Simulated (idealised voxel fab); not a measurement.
voxel fin reveal: a process module
Shown is cross-section cut, with a width of 205 nm and square cells of size 5 nm.
A cross-section is a grid of square cells, given in bands from the top down. A band is one or more rows of cells. Top, bottom (nm), then materials left to right with widths (nm); lone material tagged "full width" fills the whole band edge to edge; "blank" = empty space. The reference from which all heights are counted is 0, the level beneath which the as-received wafer is entirely one material; the lowest band, having no lower bound, proceeds downward and is written after the example "from 0 down". It should be noted that a width expressed as "30 to 40" varies in equal increments from row to row of cells within the band, taking the value of the first number at the top row and that of the second number at the bottom row. Step note "identical to before" = no cross-section cell changed. Entry "Unvented voids". Content: empty spaces with no open connection to the top, size 8 cells or greater. Each: width x height at distance. Distance: from left edge. Unit: nm. Heads up: the bit after the settings on a step's line is the simulator's remark on that step. overlay nm: where the mask lay relative to plan, measured to the right, on steps with a mask; negatives go left.
plan
- 1: RECEIVE,material Si
- 2: CONFORMAL_DEP,material SiN,thk nm 5
- 3: DIRECTIONAL_DEP,material aC,thk nm 10
- 4: PATTERN,tone cover,mask id FINS,material resist,width nm 15,pitch nm 45,thk nm 30,overlay nm 0
- 5: DIRECTIONAL_ETCH,etch materials aC,depth nm 10
- 6: STRIP,etch materials resist
- 7: DIRECTIONAL_ETCH,etch materials SiN,depth nm 5
- 8: DIRECTIONAL_ETCH,etch materials Si,depth nm 35
- 9: STRIP,etch materials aC
- 10: FILL_DEP,material SiO2,thk nm 15
- 11: CMP,height nm 5
- 12: SELECTIVE_ETCH,etch materials SiO2,depth nm 15
- 13: STRIP,etch materials SiN
- 14: CONFORMAL_DEP,material HfO2,thk nm 5
Received-state cross-section, reflecting completion of step 1
  from 0 down  Si full width
  Unvented voids: none
Module complete, cross-section. Starting point and plan per above. One mistake made in running the module
  from 5 to 0  blank=55  HfO2=25  blank=20  HfO2=25  blank=20  HfO2=25  blank=35
  from 0 to -5  blank=55  HfO2=5  Si=15  HfO2=5  blank=20  HfO2=5  Si=15  HfO2=5  blank=20  HfO2=5  Si=15  HfO2=5  blank=35
  from -5 to -10  HfO2=60  Si=15  HfO2=30  Si=15  HfO2=30  Si=15  HfO2=40
  from -10 to -35  SiO2=60  Si=15  SiO2=30  Si=15  SiO2=30  Si=15  SiO2=40
  from -35 down  Si full width
  Unvented voids: none
Finding, execution versus plan: step 4 off recipe, ran as PATTERN,tone cover,mask id FINS,material resist,width nm 15,pitch nm 45,thk nm 30,overlay nm 10
